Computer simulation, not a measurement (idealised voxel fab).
Process module, titled voxel wiring stack
The cross-section on display is named cut; it measures 240 nm wide, and its cells are 5 nm squares.
For the purposes of this document, a cross-section shall be understood as a grid of square cells, specified as bands listed in top-to-bottom order, each band consisting of one or more rows of cells. Quick guide to a band line: top height, bottom height (nm) up front; then every material left to right with its width in nm. Only one material and it's marked "edge to edge"? Then it fills the band edge to edge. And "air" just means empty space. The level at which height equals 0 is the one under which the wafer, as it arrives, is entirely one material. No lower edge exists for the bottom band, which continues downward and is notated as in "0 -> down". The two numbers in a width such as "30..40" mark its ends across the band: the first belongs to the top row of cells, the second to the bottom row, and from each row to the next the width moves by the same amount. "remains unaltered", as given for a step, is the statement that not any cell of the cross-section underwent a change during that step. The list in "Closed void list" covers empty spaces of 8 cells or more that cannot reach the top through any open way, and it gives each as width x height at distance; the distance is from the left edge, and width, height and distance are in nm. Anything after a step's settings on that line? It's the simulator's own note about the step. Regarding "overlay nm": on a step with a mask, it is the distance the mask lay to the right of its planned place; a negative value places it to the left.

Process steps foreseen in the plan
1,RECEIVE [material Si]
2,CONFORMAL_DEP [material SiO2] [thk nm 10]
3,DIRECTIONAL_DEP [material TiN] [thk nm 5]
4,DIRECTIONAL_DEP [material Ru] [thk nm 15]
5,PATTERN [tone cover] [mask id METAL_1] [material resist] [width nm 20] [pitch nm 45] [thk nm 20] [overlay nm 0]
6,DIRECTIONAL_ETCH [etch materials Ru] [depth nm 15]
7,DIRECTIONAL_ETCH [etch materials TiN] [depth nm 5]
8,STRIP [etch materials resist]
9,FILL_DEP [material SiO2] [thk nm 10]
10,CMP [height nm 30]
11,CONFORMAL_DEP [material SiCN] [thk nm 5]
12,DIRECTIONAL_DEP [material SiO2] [thk nm 25]
13,PATTERN [tone open] [mask id METAL_2_HOLES] [material resist] [width nm 15] [pitch nm 45] [thk nm 20] [overlay nm 0]
14,DIRECTIONAL_ETCH [etch materials SiO2] [depth nm 25]
15,STRIP [etch materials resist]
16,DIRECTIONAL_DEP [material aC] [thk nm 15]
17,PATTERN [tone open] [mask id METAL_2] [material resist] [width nm 20] [pitch nm 45] [thk nm 35] [overlay nm 0]
18,DIRECTIONAL_ETCH [etch materials aC] [depth nm 15]
19,STRIP [etch materials resist]
20,DIRECTIONAL_ETCH [etch materials SiO2] [depth nm 15]
21,DIRECTIONAL_ETCH [etch materials SiCN] [depth nm 5]
22,STRIP [etch materials aC]
23,CONFORMAL_DEP [material TiN] [thk nm 5]
24,FILL_DEP [material Cu] [thk nm 10]
25,CMP [height nm 60]
26,CONFORMAL_DEP [material SiCN] [thk nm 5]
27,DIRECTIONAL_DEP [material SiO2] [thk nm 15]
28,DIRECTIONAL_DEP [material aC] [thk nm 10]
29,PATTERN [tone open] [mask id PLUG_2] [material resist] [width nm 15] [pitch nm 90] [thk nm 25] [overlay nm 0]
30,DIRECTIONAL_ETCH [etch materials aC] [depth nm 10]
31,STRIP [etch materials resist]
32,DIRECTIONAL_ETCH [etch materials SiO2] [depth nm 15]
33,DIRECTIONAL_ETCH [etch materials SiCN] [depth nm 5]
34,STRIP [etch materials aC]
35,CONFORMAL_DEP [material TiN] [thk nm 5]
36,FILL_DEP [material Ru] [thk nm 10]
37,CMP [height nm 80]
38,CONFORMAL_DEP [material SiN] [thk nm 5]
39,DIRECTIONAL_DEP [material SiO2] [thk nm 15]
40,PATTERN [tone open] [mask id METAL_3] [material resist] [width nm 20] [pitch nm 45] [thk nm 20] [overlay nm 0]
41,DIRECTIONAL_ETCH [etch materials SiO2] [depth nm 15]
42,DIRECTIONAL_ETCH [etch materials SiN] [depth nm 5]
43,STRIP [etch materials resist]
44,CONFORMAL_DEP [material TiN] [thk nm 5]
45,FILL_DEP [material Ru] [thk nm 10]
46,CMP [height nm 100]
47,EPI [material Ru] [thk nm 5]
48,FILL_DEP [material SiCN] [thk nm 5]

Cross-section of the wafer at receipt, which is the condition after step 1
	0 -> down | Si edge to edge
	Closed void list: none

End-of-module cross-section of the first of two wafers, processed as planned
	110 -> 105 | SiCN edge to edge
	105 -> 100 | 35 SiCN, then 30 Ru, then 15 SiCN, then 30 Ru, then 15 SiCN, then 30 Ru, then 15 SiCN, then 30 Ru, then 40 SiCN
	100 -> 85 | 40 SiO2, then 5 TiN, then 10 Ru, then 5 TiN, then 25 SiO2, then 5 TiN, then 10 Ru, then 5 TiN, then 25 SiO2, then 5 TiN, then 10 Ru, then 5 TiN, then 25 SiO2, then 5 TiN, then 10 Ru, then 5 TiN, then 45 SiO2
	85 -> 80 | 40 SiN, then 20 TiN, then 25 SiN, then 20 TiN, then 25 SiN, then 20 TiN, then 25 SiN, then 20 TiN, then 45 SiN
	80 -> 65 | 40 SiO2, then 5 TiN, then 5 Ru, then 5 TiN, then 75 SiO2, then 5 TiN, then 5 Ru, then 5 TiN, then 95 SiO2
	65 -> 60 | 40 SiCN, then 15 TiN, then 75 SiCN, then 15 TiN, then 95 SiCN
	60 -> 50 | 40 SiO2, then 5 TiN, then 10 Cu, then 5 TiN, then 25 SiO2, then 5 TiN, then 10 Cu, then 5 TiN, then 25 SiO2, then 5 TiN, then 10 Cu, then 5 TiN, then 25 SiO2, then 5 TiN, then 10 Cu, then 5 TiN, then 45 SiO2
	50 -> 45 | 40 SiO2, then 5 TiN, then 5 Cu, then 10 TiN, then 25 SiO2, then 5 TiN, then 5 Cu, then 10 TiN, then 25 SiO2, then 5 TiN, then 5 Cu, then 10 TiN, then 25 SiO2, then 5 TiN, then 5 Cu, then 10 TiN, then 45 SiO2
	45 -> 35 | 40 SiO2, then 5 TiN, then 5 Cu, then 5 TiN, then 30 SiO2, then 5 TiN, then 5 Cu, then 5 TiN, then 30 SiO2, then 5 TiN, then 5 Cu, then 5 TiN, then 30 SiO2, then 5 TiN, then 5 Cu, then 5 TiN, then 50 SiO2
	35 -> 30 | 40 SiCN, then 15 TiN, then 30 SiCN, then 15 TiN, then 30 SiCN, then 15 TiN, then 30 SiCN, then 15 TiN, then 50 SiCN
	30 -> 15 | 40 SiO2, then 20 Ru, then 25 SiO2, then 20 Ru, then 25 SiO2, then 20 Ru, then 25 SiO2, then 20 Ru, then 45 SiO2
	15 -> 10 | 40 SiO2, then 20 TiN, then 25 SiO2, then 20 TiN, then 25 SiO2, then 20 TiN, then 25 SiO2, then 20 TiN, then 45 SiO2
	10 -> 0 | SiO2 edge to edge
	0 -> down | Si edge to edge
	Closed void list: none

Wafer two, end of module, cross-section. Same start, same plan as wafer one. One mistake in the run
	110 -> 105 | SiCN edge to edge
	105 -> 100 | 35 SiCN, then 30 Ru, then 15 SiCN, then 30 Ru, then 15 SiCN, then 30 Ru, then 15 SiCN, then 30 Ru, then 40 SiCN
	100 -> 85 | 40 SiO2, then 5 TiN, then 10 Ru, then 5 TiN, then 25 SiO2, then 5 TiN, then 10 Ru, then 5 TiN, then 25 SiO2, then 5 TiN, then 10 Ru, then 5 TiN, then 25 SiO2, then 5 TiN, then 10 Ru, then 5 TiN, then 45 SiO2
	85 -> 80 | 40 SiN, then 20 TiN, then 25 SiN, then 20 TiN, then 25 SiN, then 20 TiN, then 25 SiN, then 20 TiN, then 45 SiN
	80 -> 65 | 45 SiO2, then 5 TiN, then 5 Ru, then 5 TiN, then 75 SiO2, then 5 TiN, then 5 Ru, then 5 TiN, then 90 SiO2
	65 -> 60 | 45 SiCN, then 15 TiN, then 75 SiCN, then 15 TiN, then 90 SiCN
	60 -> 50 | 40 SiO2, then 5 TiN, then 10 Cu, then 5 TiN, then 25 SiO2, then 5 TiN, then 10 Cu, then 5 TiN, then 25 SiO2, then 5 TiN, then 10 Cu, then 5 TiN, then 25 SiO2, then 5 TiN, then 10 Cu, then 5 TiN, then 45 SiO2
	50 -> 45 | 40 SiO2, then 5 TiN, then 5 Cu, then 10 TiN, then 25 SiO2, then 5 TiN, then 5 Cu, then 10 TiN, then 25 SiO2, then 5 TiN, then 5 Cu, then 10 TiN, then 25 SiO2, then 5 TiN, then 5 Cu, then 10 TiN, then 45 SiO2
	45 -> 35 | 40 SiO2, then 5 TiN, then 5 Cu, then 5 TiN, then 30 SiO2, then 5 TiN, then 5 Cu, then 5 TiN, then 30 SiO2, then 5 TiN, then 5 Cu, then 5 TiN, then 30 SiO2, then 5 TiN, then 5 Cu, then 5 TiN, then 50 SiO2
	35 -> 30 | 40 SiCN, then 15 TiN, then 30 SiCN, then 15 TiN, then 30 SiCN, then 15 TiN, then 30 SiCN, then 15 TiN, then 50 SiCN
	30 -> 15 | 40 SiO2, then 20 Ru, then 25 SiO2, then 20 Ru, then 25 SiO2, then 20 Ru, then 25 SiO2, then 20 Ru, then 45 SiO2
	15 -> 10 | 40 SiO2, then 20 TiN, then 25 SiO2, then 20 TiN, then 25 SiO2, then 20 TiN, then 25 SiO2, then 20 TiN, then 45 SiO2
	10 -> 0 | SiO2 edge to edge
	0 -> down | Si edge to edge
	Closed void list: none
What went wrong in running the wafer? step 29 ran differently from the plan; actual operation with settings: PATTERN [tone open] [mask id PLUG_2] [material resist] [width nm 15] [pitch nm 90] [thk nm 25] [overlay nm 5]
The concluding comparison shows that, measured in cells, each material is equally abundant on both wafers, albeit at different positions.
